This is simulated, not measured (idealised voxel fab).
process module | voxel tone inversion
cross-section cut | 235 nm wide | cells 5 nm
A cross-section is a grid of square cells, given in bands from the top down. A band is one or more rows of cells.
Each band's line starts with the height of the band's top and of its bottom, in nm. Then come its materials from left to right, each with its width in nm. One material with "throughout" fills the band from edge to edge. "air" is empty space.
Height 0 is the level under which the wafer as received is all one material. The lowest band goes on downwards, as in "0 down".
A width such as "30 to 40" changes by the same amount from each row of cells to the next, from the band's top row to its bottom row.
"no change" after a step means that no cell of the cross-section changed.
closed voids: empty space of 8 cells or more with no open way to the top, each as width x height at its distance from the left edge, in nm
after a step's settings: what the simulator itself notes on the step
overlay nm, on a step with a mask: how far to the right of its planned place the mask lay; to the left if negative
plan
1 op RECEIVE | material Si
2 op CONFORMAL_DEP | material SiCN | thk nm 5
3 op DIRECTIONAL_DEP | material aC | thk nm 20
4 op PATTERN | tone cover | mask id POSTS | material resist | width nm 20 | pitch nm 40 | thk nm 30 | overlay nm 0
5 op DIRECTIONAL_ETCH | etch materials aC | depth nm 20
6 op STRIP | etch materials resist
7 op FILL_DEP | material SiO2 | thk nm 10
8 op CMP | height nm 25
9 op STRIP | etch materials aC
10 op CONFORMAL_DEP | material TiN | thk nm 5
11 op FILL_DEP | material Ru | thk nm 10
12 op CMP | height nm 25
13 op CONFORMAL_DEP | material SiCN | thk nm 5
as received, after step 1
  0 down: Si throughout
  closed voids: none
first wafer at the end, as planned
  30 to 25: SiCN throughout
  25 to 10: SiO2 85 | TiN 5 | Ru 10 | TiN 5 | SiO2 20 | TiN 5 | Ru 10 | TiN 5 | SiO2 90
  10 to 5: SiO2 85 | TiN 20 | SiO2 20 | TiN 20 | SiO2 90
  5 to 0: SiCN throughout
  0 down: Si throughout
  closed voids: none
second wafer at the end: like start, like plan, one mistake
  30 to 25: SiCN throughout
  25 to 10: SiO2 85 | TiN 5 | aC 10 | TiN 5 | SiO2 20 | TiN 5 | aC 10 | TiN 5 | SiO2 90
  10 to 5: SiO2 85 | TiN 20 | SiO2 20 | TiN 20 | SiO2 90
  5 to 0: SiCN throughout
  0 down: Si throughout
  closed voids: none
what went wrong: step 11 ran as: op FILL_DEP | material aC | thk nm 10
at the end the second wafer has, in cells: 12 fewer of Ru | 12 more of aC
